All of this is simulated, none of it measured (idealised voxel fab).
Process module name: voxel trench capacitor
cross-section cut | 260 nm wide | cells 5 nm
Cross-section format: a grid of square cells, given as bands from top to bottom; each band is one or more rows of cells.
What a band's entry tells you: where the top is and where the bottom is, as heights in nm, and after that what lies inside, material by material from left to right, each with its width in nm. Empty space is written as the word "air", and a single material marked with the word "throughout" occupies the band from edge to edge.
All heights in this document are referenced to 0, defined as the level beneath which the wafer, as received, consists entirely of one material. The lowest band is not bounded below; it extends indefinitely downward and is written in the form "0..down".
Think of "30 to 40" as a width that walks from the first number to the second as you go down the band, top row to bottom row, taking equal-sized steps from row to row.
"no alteration" (step): cross-section cells unchanged, all of them.
Closed empty spaces (no open way to the top) of 8 cells or more are what "Enclosed void list" lists, each as width x height at distance from the left edge, nm for all three.
Read whatever lies past the settings on a step's line as the simulator's own remark about the step.
"overlay nm" denotes, for a step that has a mask, the displacement of the mask to the right of its planned place, with negative values corresponding to the left.

[Process steps - plan]
| 1 | RECEIVE: material Si |
| 2 | CONFORMAL_DEP: material SiN, thk nm 5 |
| 3 | DIRECTIONAL_DEP: material aC, thk nm 10 |
| 4 | PATTERN: tone open, mask id TRENCH, material resist, width nm 20, pitch nm 40, thk nm 30, overlay nm 0 |
| 5 | DIRECTIONAL_ETCH: etch materials aC, depth nm 10 |
| 6 | STRIP: etch materials resist |
| 7 | DIRECTIONAL_ETCH: etch materials SiN, depth nm 5 |
| 8 | DIRECTIONAL_ETCH: etch materials Si, depth nm 30 |
| 9 | STRIP: etch materials aC |
| 10 | CONFORMAL_DEP: material Al2O3, thk nm 5 |
| 11 | FILL_DEP: material polySi, thk nm 10 |
| 12 | CMP: height nm 5 |

[The first of the two wafers, which ran as planned]

[As-received state of the wafer in cross-section, equivalent to post-step 1]
    0..down: Si throughout
    Enclosed void list: none

[Upon completion of step 2, the wafer appears in cross-section as shown]
    5..0: SiN throughout
    Lower than 0, everything is as it was.

[Upon completion of step 3, the wafer appears in cross-section as shown]
    15..5: aC throughout
    Lower than 5, everything is as it was.

[Upon completion of step 4, the wafer appears in cross-section as shown]
    45..15: 100 of resist  20 of air  20 of resist  20 of air  100 of resist
    Lower than 15, everything is as it was.

[Upon completion of step 5, the wafer appears in cross-section as shown]
    35..15: 100 of resist  20 of air  20 of resist  20 of air  100 of resist
    15..5: 100 of aC  20 of air  20 of aC  20 of air  100 of aC
    Lower than 5, everything is as it was.

[Upon completion of step 6, the wafer appears in cross-section as shown]
    15..5: 100 of aC  20 of air  20 of aC  20 of air  100 of aC
    Lower than 5, everything is as it was.

[Upon completion of step 7, the wafer appears in cross-section as shown]
    15..5: 100 of aC  20 of air  20 of aC  20 of air  100 of aC
    5..0: 100 of SiN  20 of air  20 of SiN  20 of air  100 of SiN
    Lower than 0, everything is as it was.

[Upon completion of step 8, the wafer appears in cross-section as shown]
    15..5: 100 of aC  20 of air  20 of aC  20 of air  100 of aC
    5..0: 100 of SiN  20 of air  20 of SiN  20 of air  100 of SiN
    0..-30: 100 of Si  20 of air  20 of Si  20 of air  100 of Si
    Lower than -30, everything is as it was.

[Upon completion of step 9, the wafer appears in cross-section as shown]
    5..0: 100 of SiN  20 of air  20 of SiN  20 of air  100 of SiN
    Lower than 0, everything is as it was.

[Upon completion of step 10, the wafer appears in cross-section as shown]
    10..5: 105 of Al2O3  10 of air  30 of Al2O3  10 of air  105 of Al2O3
    5..0: 100 of SiN  5 of Al2O3  10 of air  5 of Al2O3  20 of SiN  5 of Al2O3  10 of air  5 of Al2O3  100 of SiN
    0..-25: 100 of Si  5 of Al2O3  10 of air  5 of Al2O3  20 of Si  5 of Al2O3  10 of air  5 of Al2O3  100 of Si
    -25..-30: 100 of Si  20 of Al2O3  20 of Si  20 of Al2O3  100 of Si
    Lower than -30, everything is as it was.

[Upon completion of step 11, the wafer appears in cross-section as shown]
    20..10: polySi throughout
    10..5: 105 of Al2O3  10 of polySi  30 of Al2O3  10 of polySi  105 of Al2O3
    5..0: 100 of SiN  5 of Al2O3  10 of polySi  5 of Al2O3  20 of SiN  5 of Al2O3  10 of polySi  5 of Al2O3  100 of SiN
    0..-25: 100 of Si  5 of Al2O3  10 of polySi  5 of Al2O3  20 of Si  5 of Al2O3  10 of polySi  5 of Al2O3  100 of Si
    Lower than -25, everything is as it was.

[Upon completion of step 12, the wafer appears in cross-section as shown]
    5..0: 100 of SiN  5 of Al2O3  10 of polySi  5 of Al2O3  20 of SiN  5 of Al2O3  10 of polySi  5 of Al2O3  100 of SiN
    Lower than 0, everything is as it was.

[What follows concerns the second wafer, which started out like the first and was meant to follow the very same plan; one mistake crept in when it was run, but everything up to and including step 8 is the same as for the first wafer]

[Second wafer, cross-section, planned end of step 9]
    20..15: 105 of Al2O3  10 of air  30 of Al2O3  10 of air  105 of Al2O3
    15..5: 100 of aC  5 of Al2O3  10 of air  5 of Al2O3  20 of aC  5 of Al2O3  10 of air  5 of Al2O3  100 of aC
    5..0: 100 of SiN  5 of Al2O3  10 of air  5 of Al2O3  20 of SiN  5 of Al2O3  10 of air  5 of Al2O3  100 of SiN
    0..-25: 100 of Si  5 of Al2O3  10 of air  5 of Al2O3  20 of Si  5 of Al2O3  10 of air  5 of Al2O3  100 of Si
    -25..-30: 100 of Si  20 of Al2O3  20 of Si  20 of Al2O3  100 of Si
    Lower than -30, everything is as it was.

Second wafer, cross-section, planned end of step 10: no alteration

[Second wafer, cross-section, planned end of step 11]
    30..20: polySi throughout
    20..15: 105 of Al2O3  10 of polySi  30 of Al2O3  10 of polySi  105 of Al2O3
    15..5: 100 of aC  5 of Al2O3  10 of polySi  5 of Al2O3  20 of aC  5 of Al2O3  10 of polySi  5 of Al2O3  100 of aC
    5..0: 100 of SiN  5 of Al2O3  10 of polySi  5 of Al2O3  20 of SiN  5 of Al2O3  10 of polySi  5 of Al2O3  100 of SiN
    0..-25: 100 of Si  5 of Al2O3  10 of polySi  5 of Al2O3  20 of Si  5 of Al2O3  10 of polySi  5 of Al2O3  100 of Si
    Lower than -25, everything is as it was.

[Second wafer, cross-section, planned end of step 12]
    5..0: 100 of SiN  5 of Al2O3  10 of polySi  5 of Al2O3  20 of SiN  5 of Al2O3  10 of polySi  5 of Al2O3  100 of SiN
    Lower than 0, everything is as it was.
The mistake made against the process plan was this: note: step 9 <-> step 10, run order reversed vs plan
At process end the two wafers are indistinguishable in cross-section, so the error does not change what this model computes.
